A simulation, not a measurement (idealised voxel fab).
Title: Process Module voxel capacitor over wiring
It is cross-section cut that appears here, measuring 295 nm in width, its square cells being 5 nm in size.
Format of a cross-section: grid, square cells. Given as bands. Order: top down. Band: one or more rows of cells. Band: top and bottom heights (nm) first, top before bottom; then materials from left to right, widths in nm. "edge to edge" marks a sole material filling the band edge to edge. "blank" denotes empty space. Note: height 0 marks the level under which the wafer is uniformly one material as received. Lowest band unbounded below, written "0 and below". The two numbers in a width such as "30->40" mark its ends across the band: the first belongs to the top row of cells, the second to the bottom row, and from each row to the next the width moves by the same amount. Step marked "everything unchanged"? Then no cell in the cross-section changed in it. The list in "Encapsulated voids" covers empty spaces of 8 cells or more that cannot reach the top through any open way, and it gives each as width x height at distance; the distance is from the left edge, and width, height and distance are in nm. That trailing text on a step's line, after the settings, is the simulator's own remark on the step. For masked steps, "overlay nm" on the step line gives how far right of plan the mask actually lay; a minus sign means it lay to the left.
-- The steps planned for the process are as follows
1) RECEIVE with material Si
2) CONFORMAL_DEP with material SiO2, thk nm 10
3) CONFORMAL_DEP with material SiCN, thk nm 5
4) DIRECTIONAL_DEP with material SiO2, thk nm 25
5) PATTERN with tone open, mask id METAL_1, material resist, width nm 30, pitch nm 85, thk nm 20, overlay nm 0
6) DIRECTIONAL_ETCH with etch materials SiO2, depth nm 25
7) DIRECTIONAL_ETCH with etch materials SiCN, depth nm 5
8) STRIP with etch materials resist
9) CONFORMAL_DEP with material TiN, thk nm 5
10) FILL_DEP with material W, thk nm 5
11) CMP with height nm 40
12) CONFORMAL_DEP with material SiCN, thk nm 5
13) DIRECTIONAL_DEP with material SiO2, thk nm 10
14) PATTERN with tone open, mask id PLUG_1, material resist, width nm 15, thk nm 15, overlay nm 0
15) DIRECTIONAL_ETCH with etch materials SiO2, depth nm 10
16) DIRECTIONAL_ETCH with etch materials SiCN, depth nm 5
17) STRIP with etch materials resist
18) CONFORMAL_DEP with material TiN, thk nm 5
19) FILL_DEP with material W, thk nm 5
20) CMP with height nm 55
21) DIRECTIONAL_DEP with material TiN, thk nm 10
22) DIRECTIONAL_DEP with material Al2O3, thk nm 5
23) DIRECTIONAL_DEP with material TiN, thk nm 10
24) MASKED_ETCH with tone cover, mask id UPPER_PLATE, width nm 60, etch materials TiN, depth nm 10, overlay nm 0
25) MASKED_ETCH with tone cover, mask id UPPER_PLATE, width nm 60, etch materials Al2O3, depth nm 5, overlay nm 0
26) MASKED_ETCH with tone cover, mask id LOWER_PLATE, width nm 70, etch materials TiN, depth nm 10, overlay nm 0
27) FILL_DEP with material SiO2, thk nm 15
28) CMP with height nm 90
29) PATTERN with tone open, mask id PLUG_2, material resist, width nm 15, thk nm 15, overlay nm 0
30) DIRECTIONAL_ETCH with etch materials SiO2, depth nm 10
31) STRIP with etch materials resist
32) CONFORMAL_DEP with material TiN, thk nm 5
33) FILL_DEP with material Cu, thk nm 5
34) CMP with height nm 90
35) CONFORMAL_DEP with material SiN, thk nm 5
-- Cross-sectional view of the wafer in its as-received condition, corresponding to the state after step 1
  0 and below  Si edge to edge
  Encapsulated voids: none
-- Run as planned - first of the two wafers cross-sectioned at the end of the module
  95 down to 90  SiN edge to edge
  90 down to 85  SiO2=115, then TiN=5, then Cu=5, then TiN=5, then SiO2=165
  85 down to 80  SiO2=115, then TiN=15, then SiO2=165
  80 down to 70  SiO2=105, then TiN=60, then SiO2=130
  70 down to 65  SiO2=105, then Al2O3=60, then SiO2=130
  65 down to 55  SiO2=100, then TiN=70, then SiO2=125
  55 down to 45  SiO2=105, then TiN=5, then W=5, then TiN=5, then SiO2=175
  45 down to 40  SiCN=105, then TiN=15, then SiCN=175
  40 down to 15  SiO2=90, then TiN=5, then W=20, then TiN=5, then SiO2=55, then TiN=5, then W=20, then TiN=5, then SiO2=90
  15 down to 10  SiCN=90, then TiN=30, then SiCN=55, then TiN=30, then SiCN=90
  10 down to 0  SiO2 edge to edge
  0 and below  Si edge to edge
  Encapsulated voids: none
-- Cross-section of the latter of the two wafers at module completion. It had an identical start and an identical plan to the former; in running it, one mistake was made
  85 down to 80  SiN edge to edge
  80 down to 70  SiO2=105, then TiN=60, then SiO2=130
  70 down to 65  SiO2=105, then Al2O3=60, then SiO2=130
  65 down to 55  SiO2=100, then TiN=70, then SiO2=125
  55 down to 45  SiO2=105, then TiN=5, then W=5, then TiN=5, then SiO2=175
  45 down to 40  SiCN=105, then TiN=15, then SiCN=175
  40 down to 15  SiO2=90, then TiN=5, then W=20, then TiN=5, then SiO2=55, then TiN=5, then W=20, then TiN=5, then SiO2=90
  15 down to 10  SiCN=90, then TiN=30, then SiCN=55, then TiN=30, then SiCN=90
  10 down to 0  SiO2 edge to edge
  0 and below  Si edge to edge
  Encapsulated voids: none
Short version of what went wrong: step 34 did not use the planned setting and instead ran as CMP with height nm 80
It is noted that, at the conclusion of processing, the second wafer exhibits a higher or lower cell count for certain materials relative to the first: -1 Cu; -112 SiO2; -5 TiN
